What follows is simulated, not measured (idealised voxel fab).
Herein follows the process module entitled voxel released beams.
For reference, the cross-section in this document is cut, with width 195 nm and square cells of 5 nm.
Just so we're on the same page, the cross-sections are grids of square cells, and they're listed out in bands top to bottom, each band one or more rows deep. For a band, the entry starts with two heights in nm, that of the top and then that of the bottom, and carries on with the band's materials in order from left to right, each alongside its width in nm; the word "all across" beside a single material means it fills the band edge to edge, and "air" means empty space. Convention: height 0 is the level below which the wafer, as received, is all one material. The lowest band does not terminate at the bottom but continues downward, represented as "from 0 down". Width spec "30..40" -> top row of cells at first value, bottom row at second value, equal per-row change in between. "no change occurred", as given for a step, is the statement that not any cell of the cross-section underwent a change during that step. "Encapsulated voids": empty spaces of 8 cells or more with no open way to the top, each given as width x height at distance, distance from the left edge, all in nm. after a step's settings: what the simulator itself notes on the step. You can add "overlay nm" to a step's line. For a step with a mask, it describes how far the mask lay to the right of its planned position, and a negative number describes a lay to the left.

[Steps planned for the process]
1) RECEIVE with material Si
2) CONFORMAL_DEP with material SiN, thk nm 5
3) DIRECTIONAL_DEP with material SiO2, thk nm 15
4) DIRECTIONAL_DEP with material aC, thk nm 10
5) PATTERN with tone open, mask id ANCHOR, material resist, width nm 35, thk nm 30, overlay nm 0
6) DIRECTIONAL_ETCH with etch materials aC, depth nm 10
7) STRIP with etch materials resist
8) DIRECTIONAL_ETCH with etch materials SiO2, depth nm 15
9) STRIP with etch materials aC
10) CONFORMAL_DEP with material polySi, thk nm 15
11) MASKED_ETCH with tone cover, mask id BEAM, width nm 120, etch materials polySi, depth nm 15, overlay nm 0
12) STRIP with etch materials SiO2

[Cross-section of the wafer as it came to us, i.e., already through step 1]
	from 0 down = Si all across
	Encapsulated voids: none

[Module complete - cross-section of the first of two wafers, run according to plan]
	from 35 to 20 = air (35) / polySi (20) / air (5) / polySi (95) / air (40)
	from 20 to 5 = air (40) / polySi (35) / air (120)
	from 5 to 0 = SiN all across
	from 0 down = Si all across
	Encapsulated voids: none

[Cross-section at end of module for the second wafer of two, which matched the first in starting point and plan and differed by one mistake in its processing]
	from 35 to 20 = air (35) / polySi (120) / air (40)
	from 20 to 5 = polySi all across
	from 5 to 0 = SiN all across
	from 0 down = Si all across
	Encapsulated voids: none
Deviation from plan: step 3 was run on a setting that differed from the plan, and what really ran there is DIRECTIONAL_DEP with material polySi, thk nm 15
The second wafer ends with more or fewer cells of some materials than the first, per final count: +99 polySi
